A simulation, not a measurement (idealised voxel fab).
process module | voxel wiring stack
cross-section cut | 295 nm wide | cells 5 nm
A cross-section is a grid of square cells, given in bands from the top down. A band is one or more rows of cells.
Each band's line starts with the height of the band's top and of its bottom, in nm. Then come its materials from left to right, each with its width in nm. One material with "throughout" fills the band from edge to edge. "air" is empty space.
Height 0 is the level under which the wafer as received is all one material. The lowest band goes on downwards, as in "0 down".
A width such as "30 to 40" changes by the same amount from each row of cells to the next, from the band's top row to its bottom row.
"no change" after a step means that no cell of the cross-section changed.
closed voids: empty space of 8 cells or more with no open way to the top, each as width x height at its distance from the left edge, in nm
after a step's settings: what the simulator itself notes on the step
overlay nm, on a step with a mask: how far to the right of its planned place the mask lay; to the left if negative
plan
1 op RECEIVE | material Si
2 op CONFORMAL_DEP | material SiO2 | thk nm 10
3 op DIRECTIONAL_DEP | material TiN | thk nm 5
4 op DIRECTIONAL_DEP | material Ru | thk nm 15
5 op PATTERN | tone cover | mask id METAL_1 | material resist | width nm 30 | pitch nm 60 | thk nm 20 | overlay nm 0
6 op DIRECTIONAL_ETCH | etch materials Ru | depth nm 15
7 op DIRECTIONAL_ETCH | etch materials TiN | depth nm 5
8 op STRIP | etch materials resist
9 op FILL_DEP | material SiO2 | thk nm 5
10 op CMP | height nm 30
11 op CONFORMAL_DEP | material SiCN | thk nm 5
12 op DIRECTIONAL_DEP | material SiO2 | thk nm 20
13 op MASKED_ETCH | tone open | mask id PLUG_1 | width nm 15 | pitch nm 120 | etch materials SiO2 | depth nm 20 | overlay nm 0
14 op MASKED_ETCH | tone open | mask id PLUG_1 | width nm 15 | pitch nm 120 | etch materials SiCN | depth nm 5 | overlay nm 0
15 op EPI | material Ru | thk nm 10
16 op EPI | material Ru | thk nm 10
17 op EPI | material Ru | thk nm 5
18 op DIRECTIONAL_DEP | material TiN | thk nm 5
19 op DIRECTIONAL_DEP | material Ru | thk nm 25
20 op MASKED_ETCH | tone cover | mask id METAL_2 | width nm 30 | pitch nm 60 | etch materials Ru | depth nm 25 | overlay nm 0
21 op MASKED_ETCH | tone cover | mask id METAL_2 | width nm 30 | pitch nm 60 | etch materials TiN | depth nm 5 | overlay nm 0
22 op CONFORMAL_DEP | material SiCN | thk nm 5
23 op FILL_DEP | material SiO2 | thk nm 5
24 op CMP | height nm 85
25 op CONFORMAL_DEP | material SiCN | thk nm 5
varied across the wafers: thk nm of step 3. The plan shows the first wafer's value. All wafers start alike
first wafer as received, after step 1
  0 down: Si throughout
  closed voids: none
first wafer at the end, after step 25
  90 to 85: SiCN throughout
  85 to 60: SiO2 35 | SiCN 5 | Ru 30 | SiCN 5 | SiO2 20 | SiCN 5 | Ru 30 | SiCN 5 | SiO2 20 | SiCN 5 | Ru 30 | SiCN 5 | SiO2 20 | SiCN 5 | Ru 30 | SiCN 5 | SiO2 40
  60 to 55: SiCN 40 | TiN 30 | SiCN 30 | TiN 30 | SiCN 30 | TiN 30 | SiCN 30 | TiN 30 | SiCN 45
  55 to 35: SiO2 40 | Ru 15 | SiO2 105 | Ru 15 | SiO2 120
  35 to 30: SiCN 40 | Ru 15 | SiCN 105 | Ru 15 | SiCN 120
  30 to 15: SiO2 40 | Ru 30 | SiO2 30 | Ru 30 | SiO2 30 | Ru 30 | SiO2 30 | Ru 30 | SiO2 45
  15 to 10: SiO2 40 | TiN 30 | SiO2 30 | TiN 30 | SiO2 30 | TiN 30 | SiO2 30 | TiN 30 | SiO2 45
  10 to 0: SiO2 throughout
  0 down: Si throughout
  closed voids: none
last wafer at the end
  90 to 85: SiCN throughout
  85 to 60: SiO2 35 | SiCN 5 | Ru 30 | SiCN 5 | SiO2 20 | SiCN 5 | Ru 30 | SiCN 5 | SiO2 20 | SiCN 5 | Ru 30 | SiCN 5 | SiO2 20 | SiCN 5 | Ru 30 | SiCN 5 | SiO2 40
  60 to 55: SiCN 40 | TiN 30 | SiCN 30 | TiN 30 | SiCN 30 | TiN 30 | SiCN 30 | TiN 30 | SiCN 45
  55 to 35: SiO2 40 | Ru 15 | SiO2 105 | Ru 15 | SiO2 120
  35 to 30: SiCN 40 | Ru 15 | SiCN 105 | Ru 15 | SiCN 120
  30 to 25: SiO2 40 | TiN 30 | SiO2 30 | TiN 30 | SiO2 30 | TiN 30 | SiO2 30 | TiN 30 | SiO2 45
  25 to 10: TiN throughout
  10 to 0: SiO2 throughout
  0 down: Si throughout
  closed voids: none
each wafer at the end: cells of each material gained (+) or lost (-) since it was received, then its closed voids
thk nm 5 | +222 Ru | +187 SiCN | +605 SiO2 | +48 TiN | closed voids: none
thk nm 10 | +198 Ru | +187 SiCN | +570 SiO2 | +107 TiN | closed voids: none
thk nm 15 | +174 Ru | +187 SiCN | +535 SiO2 | +166 TiN | closed voids: none
thk nm 20 | +150 Ru | +187 SiCN | +500 SiO2 | +225 TiN | closed voids: none
